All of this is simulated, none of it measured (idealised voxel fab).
process module | voxel ribs on slabs
cross-section cut | 155 nm wide | cells 5 nm
A cross-section is a grid of square cells, given in bands from the top down. A band is one or more rows of cells.
Each band's line starts with the height of the band's top and of its bottom, in nm. Then come its materials from left to right, each with its width in nm. One material with "throughout" fills the band from edge to edge. "air" is empty space.
Height 0 is the level under which the wafer as received is all one material. The lowest band goes on downwards, as in "0 down".
A width such as "30 to 40" changes by the same amount from each row of cells to the next, from the band's top row to its bottom row.
"no change" after a step means that no cell of the cross-section changed.
closed voids: empty space of 8 cells or more with no open way to the top, each as width x height at its distance from the left edge, in nm
after a step's settings: what the simulator itself notes on the step
overlay nm, on a step with a mask: how far to the right of its planned place the mask lay; to the left if negative
plan
1 op RECEIVE | material Si
2 op DIRECTIONAL_DEP | material SiO2 | thk nm 25
3 op DIRECTIONAL_DEP | material SiN | thk nm 25
4 op DIRECTIONAL_DEP | material aC | thk nm 10
5 op PATTERN | tone cover | mask id RIB | material resist | width nm 25 | thk nm 25 | overlay nm 0
6 op DIRECTIONAL_ETCH | etch materials aC | depth nm 10
7 op STRIP | etch materials resist
8 op DIRECTIONAL_ETCH | etch materials SiN | depth nm 5
9 op STRIP | etch materials aC
10 op PATTERN | tone cover | mask id SLAB | material resist | width nm 65 | thk nm 15 | overlay nm 0
11 op DIRECTIONAL_ETCH | etch materials SiN | depth nm 20
12 op STRIP | etch materials resist
13 op FILL_DEP | material SiO2 | thk nm 20
14 op CMP | height nm 65
15 op DIRECTIONAL_DEP | material TiN | thk nm 10
16 op DIRECTIONAL_DEP | material aC | thk nm 10
17 op PATTERN | tone cover | mask id HEATER | material resist | width nm 35 | thk nm 25 | overlay nm 0
18 op DIRECTIONAL_ETCH | etch materials aC | depth nm 10
19 op STRIP | etch materials resist
20 op DIRECTIONAL_ETCH | etch materials TiN | depth nm 10
21 op STRIP | etch materials aC
22 op CONFORMAL_DEP | material SiO2 | thk nm 5
as received, after step 1
  0 down: Si throughout
  closed voids: none
a wafer at the end: this start, this plan, one mistake
  80 to 75: air 55 | SiO2 45 | air 55
  75 to 70: air 55 | SiO2 5 | TiN 35 | SiO2 5 | air 55
  70 to 65: SiO2 60 | TiN 35 | SiO2 60
  65 to 50: SiO2 throughout
  50 to 45: SiO2 65 | SiN 25 | SiO2 65
  45 to 25: SiO2 45 | SiN 70 | SiO2 40
  25 to 0: SiO2 throughout
  0 down: Si throughout
  closed voids: none
what went wrong: step 10 ran as: op PATTERN | tone cover | mask id SLAB | material resist | width nm 70 | thk nm 15 | overlay nm 0
